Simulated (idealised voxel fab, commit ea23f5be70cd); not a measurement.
Herein follows the process module entitled voxel gate over fins.
We display cut, a cross-section 205 nm in width whose square cells are each 5 nm.
Bands, listed from the top down, are how a cross-section gets written in this document; the cross-section itself is a grid of square cells, and a band is one or more rows of them.
Basically the band line says how high the top is and how high the bottom is, in nm, and then what's in it from left to right, every material with its width in nm. Empty space shows up as "blank", and if a single material carries "all across" it runs the full band edge to edge.
Convention: height 0 is the level below which the wafer, as received, is all one material. The lowest band does not terminate at the bottom but continues downward, represented as "0 -> down".
A width such as "30->40" changes by the same amount from each row of cells to the next, from the band's top row to its bottom row.
Where the words "changes: none" appear for a step, the cross-section shows no cell changed by that step; every cell remained as before.
If an empty space has no open way to the top and is at least 8 cells in size, "Catalogued sealed voids" lists it, written width x height at distance, where distance is measured from the left edge and every value is in nm.
Anything after a step's settings on that line? It's the simulator's own note about the step.
Each step line may optionally specify "overlay nm", which for a step with a mask gives the rightward distance between the mask's planned place and where it lay, a negative value indicating the leftward direction.

The steps planned for the process are as follows:
1,RECEIVE,material Si
2,CONFORMAL_DEP,material SiN,thk nm 10
3,MASKED_ETCH,tone cover,mask id FINS,width nm 15,pitch nm 40,etch materials SiN,depth nm 10,overlay nm 0
4,MASKED_ETCH,tone cover,mask id FINS,width nm 15,pitch nm 40,etch materials Si,depth nm 40,overlay nm 0
5,FILL_DEP,material SiO2,thk nm 5
6,CMP,height nm 10
7,SELECTIVE_ETCH,etch materials SiO2,depth nm 20
8,STRIP,etch materials SiN
9,CONFORMAL_DEP,material HfO2,thk nm 5
10,CONFORMAL_DEP,material TiN,thk nm 5
11,CONFORMAL_DEP,material TiAl,thk nm 5
12,CONFORMAL_DEP,material TiN,thk nm 5
13,FILL_DEP,material W,thk nm 15
14,CMP,height nm 30
15,CONFORMAL_DEP,material SiN,thk nm 10

Received-state cross-section, reflecting completion of step 1:
- 0 -> down | Si all across
- Catalogued sealed voids: none

What the wafer looks like in cross-section after this module, when it starts as shown above and follows the plan above but one mistake is made in running it:
- 40 -> 30 | SiN all across
- 30 -> 15 | W all across
- 15 -> 10 | W (60), TiN (85), W (60)
- 10 -> 5 | W (60), TiN (5), TiAl (35), TiN (5), TiAl (35), TiN (5), W (60)
- 5 -> 0 | TiN (65), TiAl (5), TiN (25), TiAl (5), TiN (5), TiAl (5), TiN (25), TiAl (5), TiN (65)
- 0 -> -5 | TiAl (70), TiN (5), Si (15), TiN (5), TiAl (15), TiN (5), Si (15), TiN (5), TiAl (70)
- -5 -> -10 | TiN (75), Si (15), TiN (25), Si (15), TiN (75)
- -10 -> -40 | SiO2 (75), Si (15), SiO2 (25), Si (15), SiO2 (75)
- -40 -> down | Si all across
- Catalogued sealed voids: none
Deviation from plan: step 9 was left out
